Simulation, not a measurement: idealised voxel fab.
voxel capacitor over wiring: a process module
For reference, the cross-section in this document is cut, with width 280 nm and square cells of 5 nm.
For the purposes of this document, a cross-section shall be understood as a grid of square cells, specified as bands listed in top-to-bottom order, each band consisting of one or more rows of cells. In this notation a band is specified by the heights of its top and bottom, in that order and in nm, after which its materials appear from left to right, each paired with its width in nm. The word "full width" attached to a single material means that material fills the band from edge to edge; the word "air" stands for empty space. Below 0: as-received wafer, all one material; heights counted from there. Lowest band: no bottom, goes on down, written "from 0 down". So if you see something like "30..40" for the width, read it as the top row of the band sitting at the first number and the bottom row at the second, with every row in between moving by the same amount as the last. Any step labelled "no change occurred" changed none of the cells in the cross-section. For the entry "Closed void table", the listed items are empty spaces with no open way to the top whose size is 8 cells or more; each item follows the pattern width x height at distance, where distance is from the left edge and all three are in nm. Formally, on a step line, whatever follows the settings is a remark that the simulator itself makes on the step. "overlay nm", when on a step's line for a step with a mask, measures how far to the right of its planned place the mask lay; a negative measure means to the left.

### So here's the lineup of process steps we planned
1 RECEIVE,material Si
2 CONFORMAL_DEP,material SiO2,thk nm 10
3 DIRECTIONAL_DEP,material TiN,thk nm 5
4 DIRECTIONAL_DEP,material W,thk nm 20
5 MASKED_ETCH,tone cover,mask id METAL_1,width nm 25,pitch nm 85,etch materials W,depth nm 20,overlay nm 0
6 MASKED_ETCH,tone cover,mask id METAL_1,width nm 25,pitch nm 85,etch materials TiN,depth nm 5,overlay nm 0
7 CONFORMAL_DEP,material SiN,thk nm 5
8 FILL_DEP,material lowk,thk nm 5
9 CMP,height nm 35
10 CONFORMAL_DEP,material SiCN,thk nm 5
11 DIRECTIONAL_DEP,material SiO2,thk nm 15
12 PATTERN,tone open,mask id PLUG_1,material resist,width nm 15,thk nm 15,overlay nm 0
13 DIRECTIONAL_ETCH,etch materials SiO2,depth nm 15
14 DIRECTIONAL_ETCH,etch materials SiCN,depth nm 5
15 STRIP,etch materials resist
16 EPI,material Ru,thk nm 10
17 EPI,material Ru,thk nm 10
18 DIRECTIONAL_DEP,material TiN,thk nm 10
19 DIRECTIONAL_DEP,material HfO2,thk nm 5
20 DIRECTIONAL_DEP,material TiN,thk nm 5
21 DIRECTIONAL_DEP,material aC,thk nm 15
22 PATTERN,tone cover,mask id UPPER_PLATE,material resist,width nm 65,thk nm 30,overlay nm 0
23 DIRECTIONAL_ETCH,etch materials aC,depth nm 15
24 STRIP,etch materials resist
25 DIRECTIONAL_ETCH,etch materials TiN,depth nm 5
26 DIRECTIONAL_ETCH,etch materials HfO2,depth nm 5
27 STRIP,etch materials aC
28 DIRECTIONAL_DEP,material aC,thk nm 15
29 PATTERN,tone cover,mask id LOWER_PLATE,material resist,width nm 75,thk nm 35,overlay nm 0
30 DIRECTIONAL_ETCH,etch materials aC,depth nm 15
31 STRIP,etch materials resist
32 DIRECTIONAL_ETCH,etch materials TiN,depth nm 10
33 STRIP,etch materials aC
34 FILL_DEP,material SiO2,thk nm 15
35 CMP,height nm 85
36 DIRECTIONAL_DEP,material aC,thk nm 15
37 PATTERN,tone open,mask id PLUG_2,material resist,width nm 15,thk nm 35,overlay nm 0
38 DIRECTIONAL_ETCH,etch materials aC,depth nm 15
39 STRIP,etch materials resist
40 DIRECTIONAL_ETCH,etch materials SiO2,depth nm 10
41 STRIP,etch materials aC
42 CONFORMAL_DEP,material TiN,thk nm 5
43 FILL_DEP,material Cu,thk nm 5
44 CMP,height nm 85
45 CONFORMAL_DEP,material SiCN,thk nm 5

### First out of two wafers; run went to plan

### Wafer cross-section on receipt, i.e. after step 1
* from 0 down | Si full width
* Closed void table: none

### State of the wafer after step 2, shown in cross-section
* from 10 to 0 | SiO2 full width
* Whatever lies below 0 is exactly as it was before.

### State of the wafer after step 3, shown in cross-section
* from 15 to 10 | TiN full width
* Whatever lies below 10 is exactly as it was before.

### State of the wafer after step 4, shown in cross-section
* from 35 to 15 | W full width
* Whatever lies below 15 is exactly as it was before.

### State of the wafer after step 5, shown in cross-section
* from 35 to 15 | air (85) | W (25) | air (60) | W (25) | air (85)
* Whatever lies below 15 is exactly as it was before.

### State of the wafer after step 6, shown in cross-section
* from 35 to 15 | air (85) | W (25) | air (60) | W (25) | air (85)
* from 15 to 10 | air (85) | TiN (25) | air (60) | TiN (25) | air (85)
* Whatever lies below 10 is exactly as it was before.

### State of the wafer after step 7, shown in cross-section
* from 40 to 35 | air (80) | SiN (35) | air (50) | SiN (35) | air (80)
* from 35 to 15 | air (80) | SiN (5) | W (25) | SiN (5) | air (50) | SiN (5) | W (25) | SiN (5) | air (80)
* from 15 to 10 | SiN (85) | TiN (25) | SiN (60) | TiN (25) | SiN (85)
* Whatever lies below 10 is exactly as it was before.

### State of the wafer after step 8, shown in cross-section
* from 45 to 40 | lowk full width
* from 40 to 35 | lowk (80) | SiN (35) | lowk (50) | SiN (35) | lowk (80)
* from 35 to 15 | lowk (80) | SiN (5) | W (25) | SiN (5) | lowk (50) | SiN (5) | W (25) | SiN (5) | lowk (80)
* Whatever lies below 15 is exactly as it was before.

### State of the wafer after step 9, shown in cross-section
* from 35 to 15 | lowk (80) | SiN (5) | W (25) | SiN (5) | lowk (50) | SiN (5) | W (25) | SiN (5) | lowk (80)
* Whatever lies below 15 is exactly as it was before.

### State of the wafer after step 10, shown in cross-section
* from 40 to 35 | SiCN full width
* Whatever lies below 35 is exactly as it was before.

### State of the wafer after step 11, shown in cross-section
* from 55 to 40 | SiO2 full width
* Whatever lies below 40 is exactly as it was before.

### State of the wafer after step 12, shown in cross-section
* from 70 to 55 | resist (95) | air (15) | resist (170)
* Whatever lies below 55 is exactly as it was before.

### State of the wafer after step 13, shown in cross-section
* from 70 to 55 | resist (95) | air (15) | resist (170)
* from 55 to 40 | SiO2 (95) | air (15) | SiO2 (170)
* Whatever lies below 40 is exactly as it was before.

### State of the wafer after step 14, shown in cross-section
* from 70 to 55 | resist (95) | air (15) | resist (170)
* from 55 to 40 | SiO2 (95) | air (15) | SiO2 (170)
* from 40 to 35 | SiCN (95) | air (15) | SiCN (170)
* Whatever lies below 35 is exactly as it was before.

### State of the wafer after step 15, shown in cross-section
* from 55 to 40 | SiO2 (95) | air (15) | SiO2 (170)
* Whatever lies below 40 is exactly as it was before.

### State of the wafer after step 16, shown in cross-section
* from 55 to 45 | SiO2 (95) | air (15) | SiO2 (170)
* from 45 to 40 | SiO2 (95) | Ru (15) | SiO2 (170)
* from 40 to 35 | SiCN (95) | Ru (15) | SiCN (170)
* Whatever lies below 35 is exactly as it was before.

### State of the wafer after step 17, shown in cross-section
* from 55 to 40 | SiO2 (95) | Ru (15) | SiO2 (170)
* Whatever lies below 40 is exactly as it was before.

### State of the wafer after step 18, shown in cross-section
* from 65 to 55 | TiN full width
* Whatever lies below 55 is exactly as it was before.

### State of the wafer after step 19, shown in cross-section
* from 70 to 65 | HfO2 full width
* Whatever lies below 65 is exactly as it was before.

### State of the wafer after step 20, shown in cross-section
* from 75 to 70 | TiN full width
* Whatever lies below 70 is exactly as it was before.

### State of the wafer after step 21, shown in cross-section
* from 90 to 75 | aC full width
* Whatever lies below 75 is exactly as it was before.

### State of the wafer after step 22, shown in cross-section
* from 120 to 90 | air (95) | resist (65) | air (120)
* Whatever lies below 90 is exactly as it was before.

### State of the wafer after step 23, shown in cross-section
* from 105 to 90 | air (95) | resist (65) | air (120)
* from 90 to 75 | air (95) | aC (65) | air (120)
* Whatever lies below 75 is exactly as it was before.

### State of the wafer after step 24, shown in cross-section
* from 90 to 75 | air (95) | aC (65) | air (120)
* Whatever lies below 75 is exactly as it was before.

### State of the wafer after step 25, shown in cross-section
* from 90 to 75 | air (95) | aC (65) | air (120)
* from 75 to 70 | air (95) | TiN (65) | air (120)
* Whatever lies below 70 is exactly as it was before.

### State of the wafer after step 26, shown in cross-section
* from 90 to 75 | air (95) | aC (65) | air (120)
* from 75 to 70 | air (95) | TiN (65) | air (120)
* from 70 to 65 | air (95) | HfO2 (65) | air (120)
* Whatever lies below 65 is exactly as it was before.

### State of the wafer after step 27, shown in cross-section
* from 75 to 70 | air (95) | TiN (65) | air (120)
* Whatever lies below 70 is exactly as it was before.

### State of the wafer after step 28, shown in cross-section
* from 90 to 80 | air (95) | aC (65) | air (120)
* from 80 to 75 | aC full width
* from 75 to 70 | aC (95) | TiN (65) | aC (120)
* from 70 to 65 | aC (95) | HfO2 (65) | aC (120)
* Whatever lies below 65 is exactly as it was before.

### State of the wafer after step 29, shown in cross-section
* from 125 to 90 | air (90) | resist (75) | air (115)
* from 90 to 80 | air (90) | resist (5) | aC (65) | resist (5) | air (115)
* Whatever lies below 80 is exactly as it was before.

### State of the wafer after step 30, shown in cross-section
* from 110 to 90 | air (90) | resist (75) | air (115)
* from 90 to 80 | air (90) | resist (5) | aC (65) | resist (5) | air (115)
* from 80 to 75 | air (90) | aC (75) | air (115)
* from 75 to 70 | air (90) | aC (5) | TiN (65) | aC (5) | air (115)
* from 70 to 65 | air (90) | aC (5) | HfO2 (65) | aC (5) | air (115)
* Whatever lies below 65 is exactly as it was before.

### State of the wafer after step 31, shown in cross-section
* from 90 to 80 | air (95) | aC (65) | air (120)
* Whatever lies below 80 is exactly as it was before.

### State of the wafer after step 32, shown in cross-section
* from 90 to 80 | air (95) | aC (65) | air (120)
* from 80 to 75 | air (90) | aC (75) | air (115)
* from 75 to 70 | air (90) | aC (5) | TiN (65) | aC (5) | air (115)
* from 70 to 65 | air (90) | aC (5) | HfO2 (65) | aC (5) | air (115)
* from 65 to 55 | air (90) | TiN (75) | air (115)
* Whatever lies below 55 is exactly as it was before.

### State of the wafer after step 33, shown in cross-section
* from 75 to 70 | air (95) | TiN (65) | air (120)
* from 70 to 65 | air (95) | HfO2 (65) | air (120)
* Whatever lies below 65 is exactly as it was before.

### State of the wafer after step 34, shown in cross-section
* from 90 to 75 | SiO2 full width
* from 75 to 70 | SiO2 (95) | TiN (65) | SiO2 (120)
* from 70 to 65 | SiO2 (95) | HfO2 (65) | SiO2 (120)
* from 65 to 55 | SiO2 (90) | TiN (75) | SiO2 (115)
* Whatever lies below 55 is exactly as it was before.

### State of the wafer after step 35, shown in cross-section
* from 85 to 75 | SiO2 full width
* Whatever lies below 75 is exactly as it was before.

### State of the wafer after step 36, shown in cross-section
* from 100 to 85 | aC full width
* Whatever lies below 85 is exactly as it was before.

### State of the wafer after step 37, shown in cross-section
* from 135 to 100 | resist (105) | air (15) | resist (160)
* Whatever lies below 100 is exactly as it was before.

### State of the wafer after step 38, shown in cross-section
* from 120 to 100 | resist (105) | air (15) | resist (160)
* from 100 to 85 | aC (105) | air (15) | aC (160)
* Whatever lies below 85 is exactly as it was before.

### State of the wafer after step 39, shown in cross-section
* from 100 to 85 | aC (105) | air (15) | aC (160)
* Whatever lies below 85 is exactly as it was before.

### State of the wafer after step 40, shown in cross-section
* from 100 to 85 | aC (105) | air (15) | aC (160)
* from 85 to 75 | SiO2 (105) | air (15) | SiO2 (160)
* Whatever lies below 75 is exactly as it was before.

### State of the wafer after step 41, shown in cross-section
* from 85 to 75 | SiO2 (105) | air (15) | SiO2 (160)
* Whatever lies below 75 is exactly as it was before.

### State of the wafer after step 42, shown in cross-section
* from 90 to 85 | TiN (110) | air (5) | TiN (165)
* from 85 to 80 | SiO2 (105) | TiN (5) | air (5) | TiN (5) | SiO2 (160)
* from 80 to 70 | SiO2 (105..95) | TiN (15..65) | SiO2 (160..120)
* Whatever lies below 70 is exactly as it was before.

### State of the wafer after step 43, shown in cross-section
* from 95 to 90 | Cu full width
* from 90 to 85 | TiN (110) | Cu (5) | TiN (165)
* from 85 to 80 | SiO2 (105) | TiN (5) | Cu (5) | TiN (5) | SiO2 (160)
* Whatever lies below 80 is exactly as it was before.

### State of the wafer after step 44, shown in cross-section
* from 85 to 80 | SiO2 (105) | TiN (5) | Cu (5) | TiN (5) | SiO2 (160)
* Whatever lies below 80 is exactly as it was before.

### State of the wafer after step 45, shown in cross-section
* from 90 to 85 | SiCN full width
* Whatever lies below 85 is exactly as it was before.

### Wafer two. Same start, same plan, one slip in execution. Same as wafer one through step 16, inclusive

### Cross-section of the second wafer at the time by which step 17 should have been completed according to the plan
* from 65 to 55 | TiN (95) | air (15) | TiN (170)
* from 55 to 45 | SiO2 (95) | TiN (15) | SiO2 (170)
* Whatever lies below 45 is exactly as it was before.

### Cross-section of the second wafer at the time by which step 18 should have been completed according to the plan
* from 75 to 65 | Ru full width
* from 65 to 55 | TiN (95) | Ru (15) | TiN (170)
* Whatever lies below 55 is exactly as it was before.

### Cross-section of the second wafer at the time by which step 19 should have been completed according to the plan
* from 80 to 75 | HfO2 full width
* Whatever lies below 75 is exactly as it was before.

### Cross-section of the second wafer at the time by which step 20 should have been completed according to the plan
* from 85 to 80 | TiN full width
* Whatever lies below 80 is exactly as it was before.

### Cross-section of the second wafer at the time by which step 21 should have been completed according to the plan
* from 100 to 85 | aC full width
* Whatever lies below 85 is exactly as it was before.

### Cross-section of the second wafer at the time by which step 22 should have been completed according to the plan
* from 130 to 100 | air (95) | resist (65) | air (120)
* Whatever lies below 100 is exactly as it was before.

### Cross-section of the second wafer at the time by which step 23 should have been completed according to the plan
* from 115 to 100 | air (95) | resist (65) | air (120)
* from 100 to 85 | air (95) | aC (65) | air (120)
* Whatever lies below 85 is exactly as it was before.

### Cross-section of the second wafer at the time by which step 24 should have been completed according to the plan
* from 100 to 85 | air (95) | aC (65) | air (120)
* Whatever lies below 85 is exactly as it was before.

### Cross-section of the second wafer at the time by which step 25 should have been completed according to the plan
* from 100 to 85 | air (95) | aC (65) | air (120)
* from 85 to 80 | air (95) | TiN (65) | air (120)
* Whatever lies below 80 is exactly as it was before.

### Cross-section of the second wafer at the time by which step 26 should have been completed according to the plan
* from 100 to 85 | air (95) | aC (65) | air (120)
* from 85 to 80 | air (95) | TiN (65) | air (120)
* from 80 to 75 | air (95) | HfO2 (65) | air (120)
* Whatever lies below 75 is exactly as it was before.

### Cross-section of the second wafer at the time by which step 27 should have been completed according to the plan
* from 85 to 80 | air (95) | TiN (65) | air (120)
* Whatever lies below 80 is exactly as it was before.

### Cross-section of the second wafer at the time by which step 28 should have been completed according to the plan
* from 100 to 90 | air (95) | aC (65) | air (120)
* from 90 to 85 | aC full width
* from 85 to 80 | aC (95) | TiN (65) | aC (120)
* from 80 to 75 | aC (95) | HfO2 (65) | aC (120)
* Whatever lies below 75 is exactly as it was before.

### Cross-section of the second wafer at the time by which step 29 should have been completed according to the plan
* from 135 to 100 | air (90) | resist (75) | air (115)
* from 100 to 90 | air (90) | resist (5) | aC (65) | resist (5) | air (115)
* Whatever lies below 90 is exactly as it was before.

### Cross-section of the second wafer at the time by which step 30 should have been completed according to the plan
* from 120 to 100 | air (90) | resist (75) | air (115)
* from 100 to 90 | air (90) | resist (5) | aC (65) | resist (5) | air (115)
* from 90 to 85 | air (90) | aC (75) | air (115)
* from 85 to 80 | air (90) | aC (5) | TiN (65) | aC (5) | air (115)
* from 80 to 75 | air (90) | aC (5) | HfO2 (65) | aC (5) | air (115)
* Whatever lies below 75 is exactly as it was before.

### Cross-section of the second wafer at the time by which step 31 should have been completed according to the plan
* from 100 to 90 | air (95) | aC (65) | air (120)
* Whatever lies below 90 is exactly as it was before.

Cross-section of the second wafer at the time by which step 32 should have been completed according to the plan: no change occurred

### Cross-section of the second wafer at the time by which step 33 should have been completed according to the plan
* from 85 to 80 | air (95) | TiN (65) | air (120)
* from 80 to 75 | air (95) | HfO2 (65) | air (120)
* Whatever lies below 75 is exactly as it was before.

### Cross-section of the second wafer at the time by which step 34 should have been completed according to the plan
* from 100 to 85 | SiO2 full width
* from 85 to 80 | SiO2 (95) | TiN (65) | SiO2 (120)
* from 80 to 75 | SiO2 (95) | HfO2 (65) | SiO2 (120)
* Whatever lies below 75 is exactly as it was before.

### Cross-section of the second wafer at the time by which step 35 should have been completed according to the plan
* from 85 to 80 | SiO2 (95) | TiN (65) | SiO2 (120)
* Whatever lies below 80 is exactly as it was before.

### Cross-section of the second wafer at the time by which step 36 should have been completed according to the plan
* from 100 to 85 | aC full width
* Whatever lies below 85 is exactly as it was before.

### Cross-section of the second wafer at the time by which step 37 should have been completed according to the plan
* from 135 to 100 | resist (105) | air (15) | resist (160)
* Whatever lies below 100 is exactly as it was before.

### Cross-section of the second wafer at the time by which step 38 should have been completed according to the plan
* from 120 to 100 | resist (105) | air (15) | resist (160)
* from 100 to 85 | aC (105) | air (15) | aC (160)
* Whatever lies below 85 is exactly as it was before.

### Cross-section of the second wafer at the time by which step 39 should have been completed according to the plan
* from 100 to 85 | aC (105) | air (15) | aC (160)
* Whatever lies below 85 is exactly as it was before.

Cross-section of the second wafer at the time by which step 40 should have been completed according to the plan: no change occurred

### Cross-section of the second wafer at the time by which step 41 should have been completed according to the plan
* from 85 to 80 | SiO2 (95) | TiN (65) | SiO2 (120)
* Whatever lies below 80 is exactly as it was before.

### Cross-section of the second wafer at the time by which step 42 should have been completed according to the plan
* from 90 to 85 | TiN full width
* Whatever lies below 85 is exactly as it was before.

### Cross-section of the second wafer at the time by which step 43 should have been completed according to the plan
* from 95 to 90 | Cu full width
* Whatever lies below 90 is exactly as it was before.

### Cross-section of the second wafer at the time by which step 44 should have been completed according to the plan
* from 85 to 80 | SiO2 (95) | TiN (65) | SiO2 (120)
* Whatever lies below 80 is exactly as it was before.

### Cross-section of the second wafer at the time by which step 45 should have been completed according to the plan
* from 90 to 85 | SiCN full width
* Whatever lies below 85 is exactly as it was before.
What went wrong in running the wafer? plan steps 17 and 18 run swapped
Wafer comparison, final, in cells, second relative to first, materials more or fewer: 1 fewer of Cu; 112 more of Ru; 188 fewer of SiO2; 77 more of TiN
